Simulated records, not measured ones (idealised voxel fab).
Title: Process Module voxel gate over fins
Section cut is 230 nm wide and gridded with 5 nm square cells.
Just so we're on the same page, the cross-sections are grids of square cells, and they're listed out in bands top to bottom, each band one or more rows deep. Top, bottom (nm), then materials left to right with widths (nm); lone material tagged "edge to edge" fills the whole band edge to edge; "blank" = empty space. Heights are reckoned from 0. Under this level, the received wafer is all of one material. The bottommost band is open-ended downward, for example "0 and below". Think of "30..40" as a width that walks from the first number to the second as you go down the band, top row to bottom row, taking equal-sized steps from row to row. When a step is marked "nothing was modified", none of the cells in the cross-section changed during that step. The entry "Unvented internal voids" lists the empty spaces that cover at least 8 cells and have no open path to the top. Each is written as width x height at distance, where the distance is measured from the left edge and all three values are in nm. Text after the settings on a step's line: the simulator's own remark on that step. overlay nm, on a step with a mask: how far to the right of its planned place the mask lay; to the left if negative.

-- Below is the list of planned process steps
| 1 | RECEIVE [material Si] |
| 2 | CONFORMAL_DEP [material SiN] [thk nm 5] |
| 3 | DIRECTIONAL_DEP [material aC] [thk nm 15] |
| 4 | PATTERN [tone cover] [mask id FINS] [material resist] [width nm 15] [pitch nm 45] [thk nm 30] [overlay nm 0] |
| 5 | DIRECTIONAL_ETCH [etch materials aC] [depth nm 15] |
| 6 | STRIP [etch materials resist] |
| 7 | DIRECTIONAL_ETCH [etch materials SiN] [depth nm 5] |
| 8 | DIRECTIONAL_ETCH [etch materials Si] [depth nm 40] |
| 9 | STRIP [etch materials aC] |
| 10 | OXIDIZE [depth nm 5] |
| 11 | FILL_DEP [material SiO2] [thk nm 15] |
| 12 | CMP [height nm 5] |
| 13 | SELECTIVE_ETCH [etch materials SiO2] [depth nm 15] |
| 14 | STRIP [etch materials SiN] |
| 15 | CONFORMAL_DEP [material HfO2] [thk nm 5] |
| 16 | CONFORMAL_DEP [material TiN] [thk nm 5] |
| 17 | CONFORMAL_DEP [material TiAl] [thk nm 5] |
| 18 | CONFORMAL_DEP [material TiN] [thk nm 5] |
| 19 | FILL_DEP [material W] [thk nm 10] |
| 20 | CMP [height nm 25] |
| 21 | CONFORMAL_DEP [material SiN] [thk nm 10] |

-- The first wafer of two, processed as planned

-- The cross-section here shows the wafer as received, i.e. in its state after step 1
- 0 and below = Si edge to edge
- Unvented internal voids: none

-- Step 2 done - wafer cross-section
- 5 down to 0 = SiN edge to edge
- Lower than 0, everything is as it was.

-- Step 3 done - wafer cross-section
- 20 down to 5 = aC edge to edge
- Lower than 5, everything is as it was.

-- Step 4 done - wafer cross-section
- 50 down to 20 = blank 40 / resist 15 / blank 30 / resist 15 / blank 30 / resist 15 / blank 30 / resist 15 / blank 40
- Lower than 20, everything is as it was.

-- Step 5 done - wafer cross-section
- 35 down to 20 = blank 40 / resist 15 / blank 30 / resist 15 / blank 30 / resist 15 / blank 30 / resist 15 / blank 40
- 20 down to 5 = blank 40 / aC 15 / blank 30 / aC 15 / blank 30 / aC 15 / blank 30 / aC 15 / blank 40
- Lower than 5, everything is as it was.

-- Step 6 done - wafer cross-section
- 20 down to 5 = blank 40 / aC 15 / blank 30 / aC 15 / blank 30 / aC 15 / blank 30 / aC 15 / blank 40
- Lower than 5, everything is as it was.

-- Step 7 done - wafer cross-section
- 20 down to 5 = blank 40 / aC 15 / blank 30 / aC 15 / blank 30 / aC 15 / blank 30 / aC 15 / blank 40
- 5 down to 0 = blank 40 / SiN 15 / blank 30 / SiN 15 / blank 30 / SiN 15 / blank 30 / SiN 15 / blank 40
- Lower than 0, everything is as it was.

-- Step 8 done - wafer cross-section
- 20 down to 5 = blank 40 / aC 15 / blank 30 / aC 15 / blank 30 / aC 15 / blank 30 / aC 15 / blank 40
- 5 down to 0 = blank 40 / SiN 15 / blank 30 / SiN 15 / blank 30 / SiN 15 / blank 30 / SiN 15 / blank 40
- 0 down to -40 = blank 40 / Si 15 / blank 30 / Si 15 / blank 30 / Si 15 / blank 30 / Si 15 / blank 40
- Lower than -40, everything is as it was.

-- Step 9 done - wafer cross-section
- 5 down to 0 = blank 40 / SiN 15 / blank 30 / SiN 15 / blank 30 / SiN 15 / blank 30 / SiN 15 / blank 40
- Lower than 0, everything is as it was.

-- Step 10 done - wafer cross-section
- 5 down to 0 = blank 40 / SiN 15 / blank 30 / SiN 15 / blank 30 / SiN 15 / blank 30 / SiN 15 / blank 40
- 0 down to -40 = blank 40 / SiO2 5 / Si 5 / SiO2 5 / blank 30 / SiO2 5 / Si 5 / SiO2 5 / blank 30 / SiO2 5 / Si 5 / SiO2 5 / blank 30 / SiO2 5 / Si 5 / SiO2 5 / blank 40
- -40 down to -45 = SiO2 45 / Si 5 / SiO2 40 / Si 5 / SiO2 40 / Si 5 / SiO2 40 / Si 5 / SiO2 45
- Lower than -45, everything is as it was.

-- Step 11 done - wafer cross-section
- 20 down to 5 = SiO2 edge to edge
- 5 down to 0 = SiO2 40 / SiN 15 / SiO2 30 / SiN 15 / SiO2 30 / SiN 15 / SiO2 30 / SiN 15 / SiO2 40
- 0 down to -45 = SiO2 45 / Si 5 / SiO2 40 / Si 5 / SiO2 40 / Si 5 / SiO2 40 / Si 5 / SiO2 45
- Lower than -45, everything is as it was.

-- Step 12 done - wafer cross-section
- 5 down to 0 = SiO2 40 / SiN 15 / SiO2 30 / SiN 15 / SiO2 30 / SiN 15 / SiO2 30 / SiN 15 / SiO2 40
- Lower than 0, everything is as it was.

-- Step 13 done - wafer cross-section
- 5 down to 0 = blank 40 / SiN 15 / blank 30 / SiN 15 / blank 30 / SiN 15 / blank 30 / SiN 15 / blank 40
- 0 down to -10 = blank 45 / Si 5 / blank 40 / Si 5 / blank 40 / Si 5 / blank 40 / Si 5 / blank 45
- Lower than -10, everything is as it was.

-- Step 14 done - wafer cross-section
- 0 down to -10 = blank 45 / Si 5 / blank 40 / Si 5 / blank 40 / Si 5 / blank 40 / Si 5 / blank 45
- Lower than -10, everything is as it was.

-- Step 15 done - wafer cross-section
- 5 down to 0 = blank 40 / HfO2 15 / blank 30 / HfO2 15 / blank 30 / HfO2 15 / blank 30 / HfO2 15 / blank 40
- 0 down to -5 = blank 40 / HfO2 5 / Si 5 / HfO2 5 / blank 30 / HfO2 5 / Si 5 / HfO2 5 / blank 30 / HfO2 5 / Si 5 / HfO2 5 / blank 30 / HfO2 5 / Si 5 / HfO2 5 / blank 40
- -5 down to -10 = HfO2 45 / Si 5 / HfO2 40 / Si 5 / HfO2 40 / Si 5 / HfO2 40 / Si 5 / HfO2 45
- Lower than -10, everything is as it was.

-- Step 16 done - wafer cross-section
- 10 down to 5 = blank 35 / TiN 25 / blank 20 / TiN 25 / blank 20 / TiN 25 / blank 20 / TiN 25 / blank 35
- 5 down to 0 = blank 35 / TiN 5 / HfO2 15 / TiN 5 / blank 20 / TiN 5 / HfO2 15 / TiN 5 / blank 20 / TiN 5 / HfO2 15 / TiN 5 / blank 20 / TiN 5 / HfO2 15 / TiN 5 / blank 35
- 0 down to -5 = TiN 40 / HfO2 5 / Si 5 / HfO2 5 / TiN 30 / HfO2 5 / Si 5 / HfO2 5 / TiN 30 / HfO2 5 / Si 5 / HfO2 5 / TiN 30 / HfO2 5 / Si 5 / HfO2 5 / TiN 40
- Lower than -5, everything is as it was.

-- Step 17 done - wafer cross-section
- 15 down to 10 = blank 30 / TiAl 35 / blank 10 / TiAl 35 / blank 10 / TiAl 35 / blank 10 / TiAl 35 / blank 30
- 10 down to 5 = blank 30 / TiAl 5 / TiN 25 / TiAl 5 / blank 10 / TiAl 5 / TiN 25 / TiAl 5 / blank 10 / TiAl 5 / TiN 25 / TiAl 5 / blank 10 / TiAl 5 / TiN 25 / TiAl 5 / blank 30
- 5 down to 0 = TiAl 35 / TiN 5 / HfO2 15 / TiN 5 / TiAl 20 / TiN 5 / HfO2 15 / TiN 5 / TiAl 20 / TiN 5 / HfO2 15 / TiN 5 / TiAl 20 / TiN 5 / HfO2 15 / TiN 5 / TiAl 35
- Lower than 0, everything is as it was.

-- Step 18 done - wafer cross-section
- 20 down to 15 = blank 25 / TiN 180 / blank 25
- 15 down to 10 = blank 25 / TiN 5 / TiAl 35 / TiN 10 / TiAl 35 / TiN 10 / TiAl 35 / TiN 10 / TiAl 35 / TiN 5 / blank 25
- 10 down to 5 = TiN 30 / TiAl 5 / TiN 25 / TiAl 5 / TiN 10 / TiAl 5 / TiN 25 / TiAl 5 / TiN 10 / TiAl 5 / TiN 25 / TiAl 5 / TiN 10 / TiAl 5 / TiN 25 / TiAl 5 / TiN 30
- Lower than 5, everything is as it was.

-- Step 19 done - wafer cross-section
- 30 down to 20 = W edge to edge
- 20 down to 15 = W 25 / TiN 180 / W 25
- 15 down to 10 = W 25 / TiN 5 / TiAl 35 / TiN 10 / TiAl 35 / TiN 10 / TiAl 35 / TiN 10 / TiAl 35 / TiN 5 / W 25
- Lower than 10, everything is as it was.

-- Step 20 done - wafer cross-section
- 25 down to 20 = W edge to edge
- Lower than 20, everything is as it was.

-- Step 21 done - wafer cross-section
- 35 down to 25 = SiN edge to edge
- Lower than 25, everything is as it was.

-- What follows concerns the second wafer, which started out like the first and was meant to follow the very same plan; one mistake crept in when it was run, but everything up to and including step 15 is the same as for the first wafer

X-section, second wafer, when step 16 was due to finish: nothing was modified

-- X-section, second wafer, when step 17 was due to finish
- 10 down to 5 = blank 35 / TiAl 25 / blank 20 / TiAl 25 / blank 20 / TiAl 25 / blank 20 / TiAl 25 / blank 35
- 5 down to 0 = blank 35 / TiAl 5 / HfO2 15 / TiAl 5 / blank 20 / TiAl 5 / HfO2 15 / TiAl 5 / blank 20 / TiAl 5 / HfO2 15 / TiAl 5 / blank 20 / TiAl 5 / HfO2 15 / TiAl 5 / blank 35
- 0 down to -5 = TiAl 40 / HfO2 5 / Si 5 / HfO2 5 / TiAl 30 / HfO2 5 / Si 5 / HfO2 5 / TiAl 30 / HfO2 5 / Si 5 / HfO2 5 / TiAl 30 / HfO2 5 / Si 5 / HfO2 5 / TiAl 40
- Lower than -5, everything is as it was.

-- X-section, second wafer, when step 18 was due to finish
- 15 down to 10 = blank 30 / TiN 35 / blank 10 / TiN 35 / blank 10 / TiN 35 / blank 10 / TiN 35 / blank 30
- 10 down to 5 = blank 30 / TiN 5 / TiAl 25 / TiN 5 / blank 10 / TiN 5 / TiAl 25 / TiN 5 / blank 10 / TiN 5 / TiAl 25 / TiN 5 / blank 10 / TiN 5 / TiAl 25 / TiN 5 / blank 30
- 5 down to 0 = TiN 35 / TiAl 5 / HfO2 15 / TiAl 5 / TiN 20 / TiAl 5 / HfO2 15 / TiAl 5 / TiN 20 / TiAl 5 / HfO2 15 / TiAl 5 / TiN 20 / TiAl 5 / HfO2 15 / TiAl 5 / TiN 35
- Lower than 0, everything is as it was.

-- X-section, second wafer, when step 19 was due to finish
- 25 down to 15 = W edge to edge
- 15 down to 10 = W 30 / TiN 35 / W 10 / TiN 35 / W 10 / TiN 35 / W 10 / TiN 35 / W 30
- 10 down to 5 = W 30 / TiN 5 / TiAl 25 / TiN 5 / W 10 / TiN 5 / TiAl 25 / TiN 5 / W 10 / TiN 5 / TiAl 25 / TiN 5 / W 10 / TiN 5 / TiAl 25 / TiN 5 / W 30
- Lower than 5, everything is as it was.

X-section, second wafer, when step 20 was due to finish: nothing was modified

-- X-section, second wafer, when step 21 was due to finish
- 35 down to 25 = SiN edge to edge
- Lower than 25, everything is as it was.
The plan and the run diverged here: not run: step 16 of the plan (skipped)
Final comparison by cell count, materials where the second wafer has more or fewer than the first: TiN: 62 fewer; W: 62 more
